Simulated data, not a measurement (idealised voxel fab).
The document below concerns the process module designated voxel gate over fins.
Section shown: cut. Width: 280 nm. Cell size: 5 nm, square.
Format of a cross-section: grid, square cells. Given as bands. Order: top down. Band: one or more rows of cells. The entry gives the band's vertical extent as a top height and a bottom height in nm, then its horizontal make-up as materials from left to right, each with a width in nm. "air" stands for empty space; a single material marked "edge to edge" fills the band edge to edge. Heights from 0 (as-received wafer is one material below). Bottom band endless downward, as "from 0 down". So if you see something like "30->40" for the width, read it as the top row of the band sitting at the first number and the bottom row at the second, with every row in between moving by the same amount as the last. No cell of the cross-section changed in a step that is given as "nothing different". "Listed closed voids" - sealed voids, min. 8 cells, no opening to top; format: width x height at distance (distance from left edge; nm throughout). What comes after the settings on a step's line is commentary from the simulator itself on that step. overlay nm: where the mask lay relative to plan, measured to the right, on steps with a mask; negatives go left.
PLANNED STEP LIST FOR THE PROCESS
| 1 | RECEIVE, material Si |
| 2 | CONFORMAL_DEP, material SiN, thk nm 5 |
| 3 | PATTERN, tone cover, mask id FINS, material resist, width nm 15, pitch nm 55, thk nm 15, overlay nm 0 |
| 4 | DIRECTIONAL_ETCH, etch materials SiN, depth nm 5 |
| 5 | DIRECTIONAL_ETCH, etch materials Si, depth nm 35 |
| 6 | STRIP, etch materials resist |
| 7 | OXIDIZE, depth nm 5 |
| 8 | FILL_DEP, material SiO2, thk nm 15 |
| 9 | CMP, height nm 5 |
| 10 | DIRECTIONAL_DEP, material aC, thk nm 10 |
| 11 | PATTERN, tone open, mask id RAIL, material resist, width nm 15, thk nm 25, overlay nm 0 |
| 12 | DIRECTIONAL_ETCH, etch materials aC, depth nm 10 |
| 13 | STRIP, etch materials resist |
| 14 | DIRECTIONAL_ETCH, etch materials SiO2, depth nm 35 |
| 15 | STRIP, etch materials aC |
| 16 | CONFORMAL_DEP, material TiN, thk nm 5 |
| 17 | FILL_DEP, material W, thk nm 5 |
| 18 | CMP, height nm 5 |
| 19 | SELECTIVE_ETCH, etch materials W Ru TiN, depth nm 25 |
| 20 | FILL_DEP, material SiO2, thk nm 5 |
| 21 | CMP, height nm 5 |
| 22 | SELECTIVE_ETCH, etch materials SiO2, depth nm 15 |
| 23 | STRIP, etch materials SiN |
| 24 | CONFORMAL_DEP, material HfO2, thk nm 5 |
| 25 | CONFORMAL_DEP, material TiN, thk nm 5 |
| 26 | CONFORMAL_DEP, material TiAl, thk nm 5 |
| 27 | CONFORMAL_DEP, material TiN, thk nm 5 |
| 28 | FILL_DEP, material W, thk nm 15 |
| 29 | CMP, height nm 30 |
| 30 | CONFORMAL_DEP, material SiN, thk nm 5 |
AS RECEIVED (POST STEP 1): CROSS-SECTION
> from 0 down | Si edge to edge
> Listed closed voids: none
THIS IS HOW THE WAFER LOOKS IN CROSS-SECTION ONCE THE MODULE IS DONE, GIVEN THE STARTING STATE AND PLAN ABOVE AND ONE MISTAKE IN CARRYING THE PLAN OUT
> from 35 to 30 | SiN edge to edge
> from 30 to 20 | W edge to edge
> from 20 to 15 | W 55 nm  TiN 45 nm  W 10 nm  TiN 45 nm  W 10 nm  TiN 45 nm  W 70 nm
> from 15 to 10 | W 55 nm  TiN 5 nm  TiAl 35 nm  TiN 5 nm  W 10 nm  TiN 5 nm  TiAl 35 nm  TiN 5 nm  W 10 nm  TiN 5 nm  TiAl 35 nm  TiN 5 nm  W 70 nm
> from 10 to 5 | TiN 60 nm  TiAl 5 nm  TiN 25 nm  TiAl 5 nm  TiN 20 nm  TiAl 5 nm  TiN 25 nm  TiAl 5 nm  TiN 20 nm  TiAl 5 nm  TiN 25 nm  TiAl 5 nm  TiN 75 nm
> from 5 to 0 | TiAl 65 nm  TiN 5 nm  HfO2 15 nm  TiN 5 nm  TiAl 30 nm  TiN 5 nm  HfO2 15 nm  TiN 5 nm  TiAl 30 nm  TiN 5 nm  HfO2 15 nm  TiN 5 nm  TiAl 80 nm
> from 0 to -5 | TiN 70 nm  HfO2 5 nm  Si 5 nm  HfO2 5 nm  TiN 40 nm  HfO2 5 nm  Si 5 nm  HfO2 5 nm  TiN 40 nm  HfO2 5 nm  Si 5 nm  HfO2 5 nm  TiN 85 nm
> from -5 to -10 | HfO2 75 nm  Si 5 nm  HfO2 50 nm  Si 5 nm  HfO2 50 nm  Si 5 nm  HfO2 90 nm
> from -10 to -20 | SiO2 75 nm  Si 5 nm  SiO2 50 nm  Si 5 nm  SiO2 50 nm  Si 5 nm  SiO2 90 nm
> from -20 to -25 | SiO2 75 nm  Si 5 nm  SiO2 20 nm  TiN 5 nm  W 5 nm  TiN 5 nm  SiO2 15 nm  Si 5 nm  SiO2 50 nm  Si 5 nm  SiO2 90 nm
> from -25 to -30 | SiO2 75 nm  Si 5 nm  SiO2 20 nm  TiN 15 nm  SiO2 15 nm  Si 5 nm  SiO2 50 nm  Si 5 nm  SiO2 90 nm
> from -30 to -40 | SiO2 75 nm  Si 5 nm  SiO2 50 nm  Si 5 nm  SiO2 50 nm  Si 5 nm  SiO2 90 nm
> from -40 down | Si edge to edge
> Listed closed voids: none
Which mistake was made when the wafer was run? rather than as planned, step 3 actually ran as PATTERN, tone cover, mask id FINS, material resist, width nm 15, pitch nm 55, thk nm 15, overlay nm -5
